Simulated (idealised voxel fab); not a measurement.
Documented hereafter: the process module known as voxel gate over fins.
Square cell edge 5 nm, section width 170 nm, ID cut.
We lay out every cross-section as a grid of square cells and spell it out in bands from the top down, where one band means one or more rows of cells.
Band: top and bottom heights (nm) first, top before bottom; then materials from left to right, widths in nm. "all across" marks a sole material filling the band edge to edge. "blank" denotes empty space.
All heights in this document are referenced to 0, defined as the level beneath which the wafer, as received, consists entirely of one material. The lowest band is not bounded below; it extends indefinitely downward and is written in the form "0 -> down".
A width such as "30..40" changes by the same amount from each row of cells to the next, from the band's top row to its bottom row.
Step marked "changes: none"? Then no cell in the cross-section changed in it.
This entry, "Enclosed void entries", enumerates those empty regions of no fewer than 8 cells that possess no open connection to the top. Each region is reported in the form width x height at distance, the distance being taken from the left edge, with all three quantities expressed in nm.
The remark found on a step's line after its settings is issued by the simulator itself and pertains to that step.
What "overlay nm" on a step's line means: if the step has a mask, that mask lay this far to the right of its planned place, or, when the value is negative, to the left.

**The process steps that were planned are listed below**
1. RECEIVE,material Si
2. CONFORMAL_DEP,material SiN,thk nm 10
3. DIRECTIONAL_DEP,material aC,thk nm 10
4. PATTERN,tone cover,mask id FINS,material resist,width nm 15,pitch nm 60,thk nm 30,overlay nm 0
5. DIRECTIONAL_ETCH,etch materials aC,depth nm 10
6. STRIP,etch materials resist
7. DIRECTIONAL_ETCH,etch materials SiN,depth nm 10
8. DIRECTIONAL_ETCH,etch materials Si,depth nm 35
9. STRIP,etch materials aC
10. OXIDIZE,depth nm 5
11. FILL_DEP,material SiO2,thk nm 5
12. CMP,height nm 10
13. DIRECTIONAL_DEP,material aC,thk nm 15
14. PATTERN,tone open,mask id RAIL,material resist,width nm 15,thk nm 30,overlay nm 0
15. DIRECTIONAL_ETCH,etch materials aC,depth nm 15
16. STRIP,etch materials resist
17. DIRECTIONAL_ETCH,etch materials SiO2,depth nm 40
18. STRIP,etch materials aC
19. CONFORMAL_DEP,material TiN,thk nm 5
20. FILL_DEP,material Ru,thk nm 10
21. CMP,height nm 10
22. SELECTIVE_ETCH,etch materials W Ru TiN,depth nm 30
23. FILL_DEP,material SiO2,thk nm 5
24. CMP,height nm 10
25. SELECTIVE_ETCH,etch materials SiO2,depth nm 25
26. STRIP,etch materials SiN
27. CONFORMAL_DEP,material HfO2,thk nm 5
28. CONFORMAL_DEP,material TiN,thk nm 5
29. CONFORMAL_DEP,material TiAl,thk nm 5
30. CONFORMAL_DEP,material TiN,thk nm 5
31. FILL_DEP,material W,thk nm 15
32. CMP,height nm 30
33. CONFORMAL_DEP,material SiCN,thk nm 5

**Cross-section of the wafer as it came to us, i.e., already through step 1**
- 0 -> down  Si all across
- Enclosed void entries: none

**End-of-module cross-section. Starting structure and process plan as above; one mistake made in running it**
- 35 -> 30  SiCN all across
- 30 -> 25  20 W / 125 TiN / 25 W
- 25 -> 20  20 W / 5 TiN / 55 TiAl / 5 TiN / 55 TiAl / 5 TiN / 25 W
- 20 -> 15  20 W / 5 TiN / 5 TiAl / 45 TiN / 5 TiAl / 5 TiN / 5 TiAl / 45 TiN / 5 TiAl / 5 TiN / 25 W
- 15 -> 10  25 TiN / 5 TiAl / 45 TiN / 5 TiAl / 5 TiN / 5 TiAl / 45 TiN / 5 TiAl / 30 TiN
- 10 -> 5  30 TiAl / 45 TiN / 15 TiAl / 45 TiN / 35 TiAl
- 5 -> 0  45 TiN / 15 HfO2 / 45 TiN / 15 HfO2 / 50 TiN
- 0 -> -10  45 TiN / 5 HfO2 / 5 Si / 5 HfO2 / 45 TiN / 5 HfO2 / 5 Si / 5 HfO2 / 50 TiN
- -10 -> -15  50 HfO2 / 5 Si / 55 HfO2 / 5 Si / 55 HfO2
- -15 -> -20  50 SiO2 / 5 Si / 55 SiO2 / 5 Si / 55 SiO2
- -20 -> -25  50 SiO2 / 5 Si / 20 SiO2 / 5 TiN / 5 Ru / 5 TiN / 20 SiO2 / 5 Si / 55 SiO2
- -25 -> -30  50 SiO2 / 5 Si / 20 SiO2 / 15 TiN / 20 SiO2 / 5 Si / 55 SiO2
- -30 -> -40  50 SiO2 / 5 Si / 55 SiO2 / 5 Si / 55 SiO2
- -40 -> down  Si all across
- Enclosed void entries: none
Heads up, the wafer didn't run the way we planned it: step 28, actual vs plan mismatch, actual run CONFORMAL_DEP,material TiN,thk nm 15
